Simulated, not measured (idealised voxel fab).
process module | voxel transistor to metal
cross-section cut | 280 nm wide | cells 5 nm
A cross-section is a grid of square cells, given in bands from the top down. A band is one or more rows of cells.
Each band's line starts with the height of the band's top and of its bottom, in nm. Then come its materials from left to right, each with its width in nm. One material with "throughout" fills the band from edge to edge. "air" is empty space.
Height 0 is the level under which the wafer as received is all one material. The lowest band goes on downwards, as in "0 down".
A width such as "30 to 40" changes by the same amount from each row of cells to the next, from the band's top row to its bottom row.
"no change" after a step means that no cell of the cross-section changed.
closed voids: empty space of 8 cells or more with no open way to the top, each as width x height at its distance from the left edge, in nm
after a step's settings: what the simulator itself notes on the step
overlay nm, on a step with a mask: how far to the right of its planned place the mask lay; to the left if negative
plan
1 op RECEIVE | material Si
2 op OXIDIZE | depth nm 5
3 op CONFORMAL_DEP | material SiN | thk nm 15
4 op DIRECTIONAL_DEP | material aC | thk nm 10
5 op PATTERN | tone cover | mask id ACTIVE | material resist | width nm 100 | pitch nm 125 | thk nm 30 | overlay nm 0
6 op DIRECTIONAL_ETCH | etch materials aC | depth nm 10
7 op STRIP | etch materials resist
8 op DIRECTIONAL_ETCH | etch materials SiN | depth nm 15
9 op DIRECTIONAL_ETCH | etch materials SiO2 | depth nm 5
10 op DIRECTIONAL_ETCH | etch materials Si | depth nm 35
11 op STRIP | etch materials aC
12 op OXIDIZE | depth nm 5
13 op FILL_DEP | material SiO2 | thk nm 5
14 op CMP | height nm 15
15 op SELECTIVE_ETCH | etch materials SiO2 | depth nm 15
16 op STRIP | etch materials SiN
17 op SELECTIVE_ETCH | etch materials SiO2 | depth nm 5
18 op OXIDIZE | depth nm 5
19 op DIRECTIONAL_DEP | material polySi | thk nm 20
20 op DIRECTIONAL_DEP | material SiCN | thk nm 15
21 op DIRECTIONAL_DEP | material aC | thk nm 10
22 op PATTERN | tone cover | mask id GATE | material resist | width nm 20 | pitch nm 125 | thk nm 30 | overlay nm 0
23 op DIRECTIONAL_ETCH | etch materials aC | depth nm 10
24 op STRIP | etch materials resist
25 op DIRECTIONAL_ETCH | etch materials SiCN | depth nm 25
26 op DIRECTIONAL_ETCH | etch materials polySi | depth nm 30
27 op STRIP | etch materials aC
28 op CONFORMAL_DEP | material SiO2 | thk nm 5
29 op DIRECTIONAL_ETCH | etch materials SiO2 | depth nm 5
30 op CONFORMAL_DEP | material SiN | thk nm 10
31 op DIRECTIONAL_ETCH | etch materials SiN | depth nm 10
32 op DIRECTIONAL_ETCH | etch materials SiO2 | depth nm 5
33 op DIRECTIONAL_ETCH | etch materials Si | depth nm 5
34 op EPI | material SiGe | thk nm 10
35 op FILL_DEP | material SiO2 | thk nm 10
36 op CMP | height nm 30
37 op DIRECTIONAL_DEP | material SiO2 | thk nm 15
38 op DIRECTIONAL_DEP | material aC | thk nm 15
39 op PATTERN | tone open | mask id CONTACT | material resist | width nm 25 | thk nm 35 | overlay nm 0
40 op DIRECTIONAL_ETCH | etch materials aC | depth nm 15
41 op STRIP | etch materials resist
42 op DIRECTIONAL_ETCH | etch materials SiO2 | depth nm 50
43 op STRIP | etch materials aC
44 op CONFORMAL_DEP | material TiN | thk nm 5
45 op FILL_DEP | material Ru | thk nm 10
46 op CMP | height nm 45
47 op DIRECTIONAL_DEP | material TiN | thk nm 5
48 op DIRECTIONAL_DEP | material Ru | thk nm 15
49 op DIRECTIONAL_DEP | material aC | thk nm 10
50 op PATTERN | tone cover | mask id METAL_1 | material resist | width nm 15 | thk nm 25 | overlay nm 0
51 op DIRECTIONAL_ETCH | etch materials aC | depth nm 10
52 op STRIP | etch materials resist
53 op DIRECTIONAL_ETCH | etch materials Ru | depth nm 15
54 op DIRECTIONAL_ETCH | etch materials TiN | depth nm 5
55 op STRIP | etch materials aC
56 op CONFORMAL_DEP | material SiCN | thk nm 5
57 op FILL_DEP | material lowk | thk nm 10
58 op CMP | height nm 65
59 op CONFORMAL_DEP | material SiN | thk nm 5
as received, after step 1
  0 down: Si throughout
  closed voids: none
first wafer at the end, as planned
  70 to 65: SiN throughout
  65 to 50: lowk 30 | SiCN 5 | Ru 15 | SiCN 5 | lowk 40 | SiCN 5 | Ru 15 | SiCN 5 | lowk 35 | SiCN 5 | Ru 15 | SiCN 5 | lowk 40 | SiCN 5 | Ru 15 | SiCN 5 | lowk 35
  50 to 45: SiCN 35 | TiN 15 | SiCN 50 | TiN 15 | SiCN 45 | TiN 15 | SiCN 50 | TiN 15 | SiCN 40
  45 to 35: SiO2 35 | TiN 5 | Ru 15 | TiN 5 | SiO2 30 | TiN 5 | Ru 15 | TiN 5 | SiO2 45 | TiN 5 | Ru 15 | TiN 5 | SiO2 30 | TiN 5 | Ru 15 | TiN 5 | SiO2 40
  35 to 30: SiO2 35 | TiN 5 | Ru 5 | TiN 15 | SiO2 30 | TiN 15 | Ru 5 | TiN 5 | SiO2 45 | TiN 5 | Ru 5 | TiN 15 | SiO2 30 | TiN 15 | Ru 5 | TiN 5 | SiO2 40
  30 to 15: SiO2 35 | TiN 5 | Ru 5 | TiN 5 | SiN 10 | SiO2 5 | SiCN 20 | SiO2 5 | SiN 10 | TiN 5 | Ru 5 | TiN 5 | SiO2 45 | TiN 5 | Ru 5 | TiN 5 | SiN 10 | SiO2 5 | SiCN 20 | SiO2 5 | SiN 10 | TiN 5 | Ru 5 | TiN 5 | SiO2 40
  15 to 5: SiO2 35 | TiN 5 | Ru 5 | TiN 5 | SiN 10 | SiO2 5 | polySi 20 | SiO2 5 | SiN 10 | TiN 5 | Ru 5 | TiN 5 | SiO2 45 | TiN 5 | Ru 5 | TiN 5 | SiN 10 | SiO2 5 | polySi 20 | SiO2 5 | SiN 10 | TiN 5 | Ru 5 | TiN 5 | SiO2 40
  5 to 0: SiO2 35 | TiN 15 | SiN 10 | SiO2 5 | polySi 20 | SiO2 5 | SiN 10 | TiN 15 | SiO2 45 | TiN 15 | SiN 10 | SiO2 5 | polySi 20 | SiO2 5 | SiN 10 | TiN 15 | SiO2 40
  0 to -5: SiO2 35 | TiN 5 | SiGe 10 | SiN 10 | SiO2 5 | polySi 20 | SiO2 5 | SiN 10 | SiGe 10 | TiN 5 | SiO2 45 | TiN 5 | SiGe 10 | SiN 10 | SiO2 5 | polySi 20 | SiO2 5 | SiN 10 | SiGe 10 | TiN 5 | SiO2 40
  -5 to -10: SiO2 25 | SiGe 25 | SiO2 50 | SiGe 25 | SiO2 25 | SiGe 25 | SiO2 50 | SiGe 25 | SiO2 30
  -10 to -15: SiO2 30 | SiGe 20 | Si 50 | SiGe 20 | SiO2 35 | SiGe 20 | Si 50 | SiGe 20 | SiO2 35
  -15 to -45: SiO2 30 | Si 90 | SiO2 35 | Si 90 | SiO2 35
  -45 down: Si throughout
  closed voids: none
second wafer at the end: like start, like plan, one mistake
  70 to 65: SiN throughout
  65 to 50: lowk 30 | SiCN 5 | Ru 15 | SiCN 5 | lowk 40 | SiCN 5 | Ru 15 | SiCN 5 | lowk 35 | SiCN 5 | Ru 15 | SiCN 5 | lowk 40 | SiCN 5 | Ru 15 | SiCN 5 | lowk 35
  50 to 45: SiCN 35 | TiN 15 | SiCN 50 | TiN 15 | SiCN 45 | TiN 15 | SiCN 50 | TiN 15 | SiCN 40
  45 to 35: SiO2 35 | TiN 5 | Ru 15 | TiN 5 | SiO2 30 | TiN 5 | Ru 15 | TiN 5 | SiO2 45 | TiN 5 | Ru 15 | TiN 5 | SiO2 30 | TiN 5 | Ru 15 | TiN 5 | SiO2 40
  35 to 30: SiO2 35 | TiN 5 | Ru 5 | TiN 15 | SiO2 30 | TiN 15 | Ru 5 | TiN 5 | SiO2 45 | TiN 5 | Ru 5 | TiN 15 | SiO2 30 | TiN 15 | Ru 5 | TiN 5 | SiO2 40
  30 to 15: SiO2 35 | TiN 5 | Ru 5 | TiN 5 | SiN 10 | SiO2 5 | SiCN 20 | SiO2 5 | SiN 10 | TiN 5 | Ru 5 | TiN 5 | SiO2 45 | TiN 5 | Ru 5 | TiN 5 | SiN 10 | SiO2 5 | SiCN 20 | SiO2 5 | SiN 10 | TiN 5 | Ru 5 | TiN 5 | SiO2 40
  15 to 5: SiO2 35 | TiN 5 | Ru 5 | TiN 5 | SiN 10 | SiO2 5 | polySi 20 | SiO2 5 | SiN 10 | TiN 5 | Ru 5 | TiN 5 | SiO2 45 | TiN 5 | Ru 5 | TiN 5 | SiN 10 | SiO2 5 | polySi 20 | SiO2 5 | SiN 10 | TiN 5 | Ru 5 | TiN 5 | SiO2 40
  5 to 0: SiO2 35 | TiN 15 | SiN 10 | SiO2 5 | polySi 20 | SiO2 5 | SiN 10 | TiN 15 | SiO2 45 | TiN 15 | SiN 10 | SiO2 5 | polySi 20 | SiO2 5 | SiN 10 | TiN 15 | SiO2 40
  0 to -5: SiO2 35 | TiN 5 | SiGe 10 | SiN 10 | SiO2 5 | polySi 20 | SiO2 5 | SiN 10 | SiGe 10 | TiN 5 | SiO2 45 | TiN 5 | SiGe 10 | SiN 10 | SiO2 5 | polySi 20 | SiO2 5 | SiN 10 | SiGe 10 | TiN 5 | SiO2 40
  -5 to -10: SiO2 25 | SiGe 25 | SiO2 50 | SiGe 25 | SiO2 25 | SiGe 25 | SiO2 50 | SiGe 25 | SiO2 30
  -10 to -15: SiO2 30 | SiGe 20 | Si 50 | SiGe 20 | SiO2 35 | SiGe 20 | Si 50 | SiGe 20 | SiO2 35
  -15 to -80: SiO2 30 | Si 90 | SiO2 35 | Si 90 | SiO2 35
  -80 down: Si throughout
  closed voids: none
what went wrong: step 10 was run twice
at the end the second wafer has, in cells: 140 fewer of Si | 140 more of SiO2
